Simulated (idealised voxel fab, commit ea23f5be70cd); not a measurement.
This is a process module. Its name is voxel self aligned vias.
In the cross-section labelled cut, the width is 190 nm and each square cell is 5 nm.
We lay out every cross-section as a grid of square cells and spell it out in bands from the top down, where one band means one or more rows of cells.
In this notation a band is specified by the heights of its top and bottom, in that order and in nm, after which its materials appear from left to right, each paired with its width in nm. The word "full width" attached to a single material means that material fills the band from edge to edge; the word "air" stands for empty space.
All heights in this document are referenced to 0, defined as the level beneath which the wafer, as received, consists entirely of one material. The lowest band is not bounded below; it extends indefinitely downward and is written in the form "0 nm and below".
Width spec "30 to 40" -> top row of cells at first value, bottom row at second value, equal per-row change in between.
Given "remains unaltered" for a step, no cell of the cross-section differs between before and after that step.
"Enclosed internal voids": sealed empty spaces, 8 cells or more, no open way to top, listed width x height at distance, with distance from the left edge and width, height and distance in nm.
What comes after the settings on a step's line is commentary from the simulator itself on that step.
Each step line may optionally specify "overlay nm", which for a step with a mask gives the rightward distance between the mask's planned place and where it lay, a negative value indicating the leftward direction.

# List of planned process steps
| 1 | RECEIVE [material Si] |
| 2 | CONFORMAL_DEP [material SiO2] [thk nm 15] |
| 3 | CONFORMAL_DEP [material SiCN] [thk nm 5] |
| 4 | DIRECTIONAL_DEP [material SiO2] [thk nm 30] |
| 5 | PATTERN [tone open] [mask id LINES] [material resist] [width nm 20] [pitch nm 60] [thk nm 20] [overlay nm 0] |
| 6 | DIRECTIONAL_ETCH [etch materials SiO2] [depth nm 30] |
| 7 | STRIP [etch materials resist] |
| 8 | CONFORMAL_DEP [material TiN] [thk nm 5] |
| 9 | FILL_DEP [material Ru] [thk nm 10] |
| 10 | CMP [height nm 50] |
| 11 | SELECTIVE_ETCH [etch materials W Ru TiN] [depth nm 5] |
| 12 | FILL_DEP [material SiN] [thk nm 10] |
| 13 | CMP [height nm 50] |
| 14 | DIRECTIONAL_DEP [material SiO2] [thk nm 15] |
| 15 | PATTERN [tone open] [mask id VIAS] [material resist] [width nm 40] [thk nm 15] [overlay nm 0] |
| 16 | DIRECTIONAL_ETCH [etch materials SiO2] [depth nm 15] |
| 17 | DIRECTIONAL_ETCH [etch materials SiN] [depth nm 5] |
| 18 | STRIP [etch materials resist] |
| 19 | CONFORMAL_DEP [material TiN] [thk nm 5] |
| 20 | FILL_DEP [material Ru] [thk nm 5] |
| 21 | CMP [height nm 65] |
| 22 | CONFORMAL_DEP [material SiN] [thk nm 5] |

# On the first of the two wafers: run conducted according to plan

# Received-state cross-section, reflecting completion of step 1
  0 nm and below: Si full width
  Enclosed internal voids: none

# Cross-section through the wafer, step 2 finished
  15 nm to 0 nm: SiO2 full width
  For the remainder of the cross-section, below 0, there is no change.

# Cross-section through the wafer, step 3 finished
  20 nm to 15 nm: SiCN full width
  For the remainder of the cross-section, below 15, there is no change.

# Cross-section through the wafer, step 4 finished
  50 nm to 20 nm: SiO2 full width
  For the remainder of the cross-section, below 20, there is no change.

# Cross-section through the wafer, step 5 finished
  70 nm to 50 nm: resist 55 nm / air 20 nm / resist 40 nm / air 20 nm / resist 55 nm
  For the remainder of the cross-section, below 50, there is no change.

# Cross-section through the wafer, step 6 finished
  70 nm to 50 nm: resist 55 nm / air 20 nm / resist 40 nm / air 20 nm / resist 55 nm
  50 nm to 20 nm: SiO2 55 nm / air 20 nm / SiO2 40 nm / air 20 nm / SiO2 55 nm
  For the remainder of the cross-section, below 20, there is no change.

# Cross-section through the wafer, step 7 finished
  50 nm to 20 nm: SiO2 55 nm / air 20 nm / SiO2 40 nm / air 20 nm / SiO2 55 nm
  For the remainder of the cross-section, below 20, there is no change.

# Cross-section through the wafer, step 8 finished
  55 nm to 50 nm: TiN 60 nm / air 10 nm / TiN 50 nm / air 10 nm / TiN 60 nm
  50 nm to 25 nm: SiO2 55 nm / TiN 5 nm / air 10 nm / TiN 5 nm / SiO2 40 nm / TiN 5 nm / air 10 nm / TiN 5 nm / SiO2 55 nm
  25 nm to 20 nm: SiO2 55 nm / TiN 20 nm / SiO2 40 nm / TiN 20 nm / SiO2 55 nm
  For the remainder of the cross-section, below 20, there is no change.

# Cross-section through the wafer, step 9 finished
  65 nm to 55 nm: Ru full width
  55 nm to 50 nm: TiN 60 nm / Ru 10 nm / TiN 50 nm / Ru 10 nm / TiN 60 nm
  50 nm to 25 nm: SiO2 55 nm / TiN 5 nm / Ru 10 nm / TiN 5 nm / SiO2 40 nm / TiN 5 nm / Ru 10 nm / TiN 5 nm / SiO2 55 nm
  For the remainder of the cross-section, below 25, there is no change.

# Cross-section through the wafer, step 10 finished
  50 nm to 25 nm: SiO2 55 nm / TiN 5 nm / Ru 10 nm / TiN 5 nm / SiO2 40 nm / TiN 5 nm / Ru 10 nm / TiN 5 nm / SiO2 55 nm
  For the remainder of the cross-section, below 25, there is no change.

# Cross-section through the wafer, step 11 finished
  50 nm to 45 nm: SiO2 55 nm / air 20 nm / SiO2 40 nm / air 20 nm / SiO2 55 nm
  For the remainder of the cross-section, below 45, there is no change.

# Cross-section through the wafer, step 12 finished
  60 nm to 50 nm: SiN full width
  50 nm to 45 nm: SiO2 55 nm / SiN 20 nm / SiO2 40 nm / SiN 20 nm / SiO2 55 nm
  For the remainder of the cross-section, below 45, there is no change.

# Cross-section through the wafer, step 13 finished
  50 nm to 45 nm: SiO2 55 nm / SiN 20 nm / SiO2 40 nm / SiN 20 nm / SiO2 55 nm
  For the remainder of the cross-section, below 45, there is no change.

# Cross-section through the wafer, step 14 finished
  65 nm to 50 nm: SiO2 full width
  For the remainder of the cross-section, below 50, there is no change.

# Cross-section through the wafer, step 15 finished
  80 nm to 65 nm: resist 45 nm / air 40 nm / resist 105 nm
  For the remainder of the cross-section, below 65, there is no change.

# Cross-section through the wafer, step 16 finished
  80 nm to 65 nm: resist 45 nm / air 40 nm / resist 105 nm
  65 nm to 50 nm: SiO2 45 nm / air 40 nm / SiO2 105 nm
  For the remainder of the cross-section, below 50, there is no change.

# Cross-section through the wafer, step 17 finished
  80 nm to 65 nm: resist 45 nm / air 40 nm / resist 105 nm
  65 nm to 50 nm: SiO2 45 nm / air 40 nm / SiO2 105 nm
  50 nm to 45 nm: SiO2 55 nm / air 20 nm / SiO2 40 nm / SiN 20 nm / SiO2 55 nm
  For the remainder of the cross-section, below 45, there is no change.

# Cross-section through the wafer, step 18 finished
  65 nm to 50 nm: SiO2 45 nm / air 40 nm / SiO2 105 nm
  For the remainder of the cross-section, below 50, there is no change.

# Cross-section through the wafer, step 19 finished
  70 nm to 65 nm: TiN 50 nm / air 30 nm / TiN 110 nm
  65 nm to 55 nm: SiO2 45 nm / TiN 5 nm / air 30 nm / TiN 5 nm / SiO2 105 nm
  55 nm to 50 nm: SiO2 45 nm / TiN 15 nm / air 10 nm / TiN 15 nm / SiO2 105 nm
  50 nm to 45 nm: SiO2 55 nm / TiN 20 nm / SiO2 40 nm / SiN 20 nm / SiO2 55 nm
  For the remainder of the cross-section, below 45, there is no change.

# Cross-section through the wafer, step 20 finished
  75 nm to 70 nm: Ru full width
  70 nm to 65 nm: TiN 50 nm / Ru 30 nm / TiN 110 nm
  65 nm to 55 nm: SiO2 45 nm / TiN 5 nm / Ru 30 nm / TiN 5 nm / SiO2 105 nm
  55 nm to 50 nm: SiO2 45 nm / TiN 15 nm / Ru 10 nm / TiN 15 nm / SiO2 105 nm
  For the remainder of the cross-section, below 50, there is no change.

# Cross-section through the wafer, step 21 finished
  65 nm to 55 nm: SiO2 45 nm / TiN 5 nm / Ru 30 nm / TiN 5 nm / SiO2 105 nm
  For the remainder of the cross-section, below 55, there is no change.

# Cross-section through the wafer, step 22 finished
  70 nm to 65 nm: SiN full width
  For the remainder of the cross-section, below 65, there is no change.

# Regarding the second of the two wafers: it shared the first wafer's starting condition and process plan, yet one error occurred during its execution. Its history coincides with that of the first wafer up to and including step 2

X-section, second wafer, when step 3 was due to finish: remains unaltered

# X-section, second wafer, when step 4 was due to finish
  45 nm to 0 nm: SiO2 full width
  For the remainder of the cross-section, below 0, there is no change.

# X-section, second wafer, when step 5 was due to finish
  65 nm to 45 nm: resist 55 nm / air 20 nm / resist 40 nm / air 20 nm / resist 55 nm
  For the remainder of the cross-section, below 45, there is no change.

# X-section, second wafer, when step 6 was due to finish
  65 nm to 45 nm: resist 55 nm / air 20 nm / resist 40 nm / air 20 nm / resist 55 nm
  45 nm to 15 nm: SiO2 55 nm / air 20 nm / SiO2 40 nm / air 20 nm / SiO2 55 nm
  For the remainder of the cross-section, below 15, there is no change.

# X-section, second wafer, when step 7 was due to finish
  45 nm to 15 nm: SiO2 55 nm / air 20 nm / SiO2 40 nm / air 20 nm / SiO2 55 nm
  For the remainder of the cross-section, below 15, there is no change.

# X-section, second wafer, when step 8 was due to finish
  50 nm to 45 nm: TiN 60 nm / air 10 nm / TiN 50 nm / air 10 nm / TiN 60 nm
  45 nm to 20 nm: SiO2 55 nm / TiN 5 nm / air 10 nm / TiN 5 nm / SiO2 40 nm / TiN 5 nm / air 10 nm / TiN 5 nm / SiO2 55 nm
  20 nm to 15 nm: SiO2 55 nm / TiN 20 nm / SiO2 40 nm / TiN 20 nm / SiO2 55 nm
  For the remainder of the cross-section, below 15, there is no change.

# X-section, second wafer, when step 9 was due to finish
  60 nm to 50 nm: Ru full width
  50 nm to 45 nm: TiN 60 nm / Ru 10 nm / TiN 50 nm / Ru 10 nm / TiN 60 nm
  45 nm to 20 nm: SiO2 55 nm / TiN 5 nm / Ru 10 nm / TiN 5 nm / SiO2 40 nm / TiN 5 nm / Ru 10 nm / TiN 5 nm / SiO2 55 nm
  For the remainder of the cross-section, below 20, there is no change.

# X-section, second wafer, when step 10 was due to finish
  50 nm to 45 nm: TiN 60 nm / Ru 10 nm / TiN 50 nm / Ru 10 nm / TiN 60 nm
  For the remainder of the cross-section, below 45, there is no change.

# X-section, second wafer, when step 11 was due to finish
  45 nm to 20 nm: SiO2 55 nm / TiN 5 nm / Ru 10 nm / TiN 5 nm / SiO2 40 nm / TiN 5 nm / Ru 10 nm / TiN 5 nm / SiO2 55 nm
  For the remainder of the cross-section, below 20, there is no change.

# X-section, second wafer, when step 12 was due to finish
  55 nm to 45 nm: SiN full width
  For the remainder of the cross-section, below 45, there is no change.

# X-section, second wafer, when step 13 was due to finish
  50 nm to 45 nm: SiN full width
  For the remainder of the cross-section, below 45, there is no change.

# X-section, second wafer, when step 14 was due to finish
  65 nm to 50 nm: SiO2 full width
  For the remainder of the cross-section, below 50, there is no change.

# X-section, second wafer, when step 15 was due to finish
  80 nm to 65 nm: resist 45 nm / air 40 nm / resist 105 nm
  For the remainder of the cross-section, below 65, there is no change.

# X-section, second wafer, when step 16 was due to finish
  80 nm to 65 nm: resist 45 nm / air 40 nm / resist 105 nm
  65 nm to 50 nm: SiO2 45 nm / air 40 nm / SiO2 105 nm
  For the remainder of the cross-section, below 50, there is no change.

# X-section, second wafer, when step 17 was due to finish
  80 nm to 65 nm: resist 45 nm / air 40 nm / resist 105 nm
  65 nm to 50 nm: SiO2 45 nm / air 40 nm / SiO2 105 nm
  50 nm to 45 nm: SiN 45 nm / air 40 nm / SiN 105 nm
  For the remainder of the cross-section, below 45, there is no change.

# X-section, second wafer, when step 18 was due to finish
  65 nm to 50 nm: SiO2 45 nm / air 40 nm / SiO2 105 nm
  For the remainder of the cross-section, below 50, there is no change.

# X-section, second wafer, when step 19 was due to finish
  70 nm to 65 nm: TiN 50 nm / air 30 nm / TiN 110 nm
  65 nm to 50 nm: SiO2 45 nm / TiN 5 nm / air 30 nm / TiN 5 nm / SiO2 105 nm
  50 nm to 45 nm: SiN 45 nm / TiN 40 nm / SiN 105 nm
  For the remainder of the cross-section, below 45, there is no change.

# X-section, second wafer, when step 20 was due to finish
  75 nm to 70 nm: Ru full width
  70 nm to 65 nm: TiN 50 nm / Ru 30 nm / TiN 110 nm
  65 nm to 50 nm: SiO2 45 nm / TiN 5 nm / Ru 30 nm / TiN 5 nm / SiO2 105 nm
  For the remainder of the cross-section, below 50, there is no change.

# X-section, second wafer, when step 21 was due to finish
  65 nm to 50 nm: SiO2 45 nm / TiN 5 nm / Ru 30 nm / TiN 5 nm / SiO2 105 nm
  For the remainder of the cross-section, below 50, there is no change.

# X-section, second wafer, when step 22 was due to finish
  70 nm to 65 nm: SiN full width
  For the remainder of the cross-section, below 65, there is no change.
Deviation from plan: execution of step 3 of the plan did not take place, the step having been omitted
FYI, end of process, the second wafer has more or fewer cells of some materials than the first: Ru +8, SiCN -38, SiN +26, TiN +4
